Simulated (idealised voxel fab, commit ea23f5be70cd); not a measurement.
The process module presented herein is designated voxel transistor to metal.
Square cell edge 5 nm, section width 280 nm, ID cut.
Throughout this document, each cross-section is represented as a grid of square cells and is presented as a sequence of bands enumerated from the top downward, where a band comprises one or more rows of cells.
The entry gives the band's vertical extent as a top height and a bottom height in nm, then its horizontal make-up as materials from left to right, each with a width in nm. "blank" stands for empty space; a single material marked "throughout" fills the band edge to edge.
Height is counted from the level 0, under which the received wafer is composed throughout of one material. The lowest of the bands is not closed at the bottom but continues downward, in the notation "0 nm and below".
The width entry "30..40" should be interpreted row by row: the top row of cells in the band takes the first number, the bottom row takes the second number, and the change between adjacent rows is uniform throughout.
"everything unchanged" after a step means that no cell of the cross-section changed.
Look at "Trapped void list" for the closed voids: empty spaces with no open path to the top, sized 8 cells or up. Each is width x height at distance, distance from the left edge, all nm.
Read whatever lies past the settings on a step's line as the simulator's own remark about the step.
A step's line can hold "overlay nm"; with a mask on that step, the setting says how far right of the planned place the mask lay, while a negative setting says it lay to the left.
THE PLANNED PROCESS STEPS ARE ENUMERATED HEREUNDER
- 1: op RECEIVE | material Si
- 2: op OXIDIZE | depth nm 5
- 3: op CONFORMAL_DEP | material SiN | thk nm 10
- 4: op MASKED_ETCH | tone cover | mask id ACTIVE | width nm 110 | pitch nm 140 | etch materials SiN | depth nm 10 | overlay nm 0
- 5: op MASKED_ETCH | tone cover | mask id ACTIVE | width nm 110 | pitch nm 140 | etch materials SiO2 | depth nm 5 | overlay nm 0
- 6: op MASKED_ETCH | tone cover | mask id ACTIVE | width nm 110 | pitch nm 140 | etch materials Si | depth nm 25 | overlay nm 0
- 7: op FILL_DEP | material SiO2 | thk nm 15
- 8: op CMP | height nm 10
- 9: op SELECTIVE_ETCH | etch materials SiO2 | depth nm 5
- 10: op STRIP | etch materials SiN
- 11: op SELECTIVE_ETCH | etch materials SiO2 | depth nm 5
- 12: op OXIDIZE | depth nm 5
- 13: op DIRECTIONAL_DEP | material polySi | thk nm 20
- 14: op DIRECTIONAL_DEP | material SiCN | thk nm 15
- 15: op DIRECTIONAL_DEP | material aC | thk nm 10
- 16: op PATTERN | tone cover | mask id GATE | material resist | width nm 30 | pitch nm 140 | thk nm 30 | overlay nm 0
- 17: op DIRECTIONAL_ETCH | etch materials aC | depth nm 10
- 18: op STRIP | etch materials resist
- 19: op DIRECTIONAL_ETCH | etch materials SiCN | depth nm 25
- 20: op DIRECTIONAL_ETCH | etch materials polySi | depth nm 30
- 21: op STRIP | etch materials aC
- 22: op CONFORMAL_DEP | material SiN | thk nm 10
- 23: op DIRECTIONAL_ETCH | etch materials SiN | depth nm 10
- 24: op DIRECTIONAL_ETCH | etch materials SiO2 | depth nm 5
- 25: op DIRECTIONAL_ETCH | etch materials Si | depth nm 5
- 26: op EPI | material pSi | thk nm 5
- 27: op FILL_DEP | material SiO2 | thk nm 5
- 28: op CMP | height nm 15
- 29: op STRIP | etch materials polySi
- 30: op SELECTIVE_ETCH | etch materials SiO2 | depth nm 5
- 31: op CONFORMAL_DEP | material HfO2 | thk nm 5
- 32: op CONFORMAL_DEP | material TiN | thk nm 5
- 33: op FILL_DEP | material W | thk nm 5
- 34: op CMP | height nm 10
- 35: op DIRECTIONAL_DEP | material SiO2 | thk nm 15
- 36: op DIRECTIONAL_DEP | material aC | thk nm 10
- 37: op PATTERN | tone open | mask id CONTACT | material resist | width nm 20 | thk nm 25 | overlay nm 0
- 38: op DIRECTIONAL_ETCH | etch materials aC | depth nm 10
- 39: op STRIP | etch materials resist
- 40: op DIRECTIONAL_ETCH | etch materials SiO2 | depth nm 35
- 41: op STRIP | etch materials aC
- 42: op CONFORMAL_DEP | material TiN | thk nm 5
- 43: op FILL_DEP | material W | thk nm 10
- 44: op CMP | height nm 25
- 45: op CONFORMAL_DEP | material SiN | thk nm 5
- 46: op DIRECTIONAL_DEP | material SiO2 | thk nm 20
- 47: op DIRECTIONAL_DEP | material aC | thk nm 15
- 48: op PATTERN | tone open | mask id METAL_1 | material resist | width nm 20 | thk nm 35 | overlay nm 0
- 49: op DIRECTIONAL_ETCH | etch materials aC | depth nm 15
- 50: op STRIP | etch materials resist
- 51: op DIRECTIONAL_ETCH | etch materials SiO2 | depth nm 20
- 52: op DIRECTIONAL_ETCH | etch materials SiN | depth nm 5
- 53: op STRIP | etch materials aC
- 54: op CONFORMAL_DEP | material TiN | thk nm 5
- 55: op FILL_DEP | material Cu | thk nm 5
- 56: op CMP | height nm 50
- 57: op EPI | material Ru | thk nm 5
- 58: op FILL_DEP | material SiCN | thk nm 5
- 59: op DIRECTIONAL_DEP | material lowk | thk nm 30
- 60: op MASKED_ETCH | tone open | mask id METAL_2_HOLES | width nm 15 | pitch nm 140 | etch materials lowk | depth nm 30 | overlay nm 0
- 61: op PATTERN | tone open | mask id METAL_2 | material resist | width nm 20 | pitch nm 140 | thk nm 15 | overlay nm 0
- 62: op DIRECTIONAL_ETCH | etch materials lowk | depth nm 15
- 63: op DIRECTIONAL_ETCH | etch materials SiCN | depth nm 5
- 64: op STRIP | etch materials resist
- 65: op CONFORMAL_DEP | material TiN | thk nm 5
- 66: op FILL_DEP | material Cu | thk nm 5
- 67: op CMP | height nm 90
- 68: op CONFORMAL_DEP | material SiCN | thk nm 5
SO THIS IS THE INCOMING WAFER IN CROSS-SECTION - IT'S ALREADY BEEN THROUGH STEP 1
  0 nm and below | Si throughout
  Trapped void list: none
WAFER CROSS-SECTION AT END OF MODULE: START AND PLAN AS SHOWN ABOVE, ONE EXECUTION ERROR
  95 nm to 90 nm | SiCN throughout
  90 nm to 80 nm | 20 of lowk / 5 of TiN / 10 of Cu / 5 of TiN / 120 of lowk / 5 of TiN / 10 of Cu / 5 of TiN / 100 of lowk
  80 nm to 75 nm | 20 of lowk / 5 of TiN / 5 of Cu / 10 of TiN / 120 of lowk / 5 of TiN / 5 of Cu / 10 of TiN / 100 of lowk
  75 nm to 60 nm | 20 of lowk / 5 of TiN / 5 of Cu / 5 of TiN / 125 of lowk / 5 of TiN / 5 of Cu / 5 of TiN / 105 of lowk
  60 nm to 55 nm | 20 of SiCN / 15 of TiN / 125 of SiCN / 15 of TiN / 105 of SiCN
  55 nm to 50 nm | 15 of SiCN / 30 of Ru / 50 of SiCN / 30 of Ru / 30 of SiCN / 30 of Ru / 50 of SiCN / 30 of Ru / 15 of SiCN
  50 nm to 30 nm | 20 of SiO2 / 5 of TiN / 10 of Cu / 5 of TiN / 60 of SiO2 / 5 of TiN / 10 of Cu / 5 of TiN / 40 of SiO2 / 5 of TiN / 10 of Cu / 5 of TiN / 60 of SiO2 / 5 of TiN / 10 of Cu / 5 of TiN / 20 of SiO2
  30 nm to 25 nm | 20 of SiN / 20 of TiN / 60 of SiN / 20 of TiN / 40 of SiN / 20 of TiN / 60 of SiN / 20 of TiN / 20 of SiN
  25 nm to 10 nm | 20 of SiO2 / 5 of Ru / 10 of W / 5 of Ru / 60 of SiO2 / 5 of Ru / 10 of W / 5 of Ru / 40 of SiO2 / 5 of Ru / 10 of W / 5 of Ru / 60 of SiO2 / 5 of Ru / 10 of W / 5 of Ru / 20 of SiO2
  10 nm to 0 nm | 20 of SiO2 / 5 of Ru / 10 of W / 5 of Ru / 5 of SiO2 / 10 of SiN / 5 of HfO2 / 5 of TiN / 10 of W / 5 of TiN / 5 of HfO2 / 10 of SiN / 5 of SiO2 / 5 of Ru / 10 of W / 5 of Ru / 40 of SiO2 / 5 of Ru / 10 of W / 5 of Ru / 5 of SiO2 / 10 of SiN / 5 of HfO2 / 5 of TiN / 10 of W / 5 of TiN / 5 of HfO2 / 10 of SiN / 5 of SiO2 / 5 of Ru / 10 of W / 5 of Ru / 20 of SiO2
  0 nm to -5 nm | 10 of SiO2 / 10 of SiN / 10 of Ru / 5 of W / 5 of Ru / 5 of SiO2 / 10 of SiN / 5 of HfO2 / 20 of TiN / 5 of HfO2 / 10 of SiN / 5 of SiO2 / 5 of Ru / 5 of W / 10 of Ru / 10 of SiN / 20 of SiO2 / 10 of SiN / 10 of Ru / 5 of W / 5 of Ru / 5 of SiO2 / 10 of SiN / 5 of HfO2 / 20 of TiN / 5 of HfO2 / 10 of SiN / 5 of SiO2 / 5 of Ru / 5 of W / 10 of Ru / 10 of SiN / 10 of SiO2
  -5 nm to -10 nm | 20 of SiO2 / 5 of pSi / 15 of Ru / 5 of pSi / 5 of SiO2 / 40 of HfO2 / 5 of SiO2 / 5 of pSi / 15 of Ru / 5 of pSi / 40 of SiO2 / 5 of pSi / 15 of Ru / 5 of pSi / 5 of SiO2 / 40 of HfO2 / 5 of SiO2 / 5 of pSi / 15 of Ru / 5 of pSi / 20 of SiO2
  -10 nm to -15 nm | 15 of SiO2 / 5 of Si / 25 of pSi / 50 of Si / 25 of pSi / 5 of Si / 30 of SiO2 / 5 of Si / 25 of pSi / 50 of Si / 25 of pSi / 5 of Si / 15 of SiO2
  -15 nm to -30 nm | 15 of SiO2 / 110 of Si / 30 of SiO2 / 110 of Si / 15 of SiO2
  -30 nm and below | Si throughout
  Trapped void list: none
Plan not followed: the process deviated at step 42: the operation and settings actually run there were op CONFORMAL_DEP | material Ru | thk nm 5
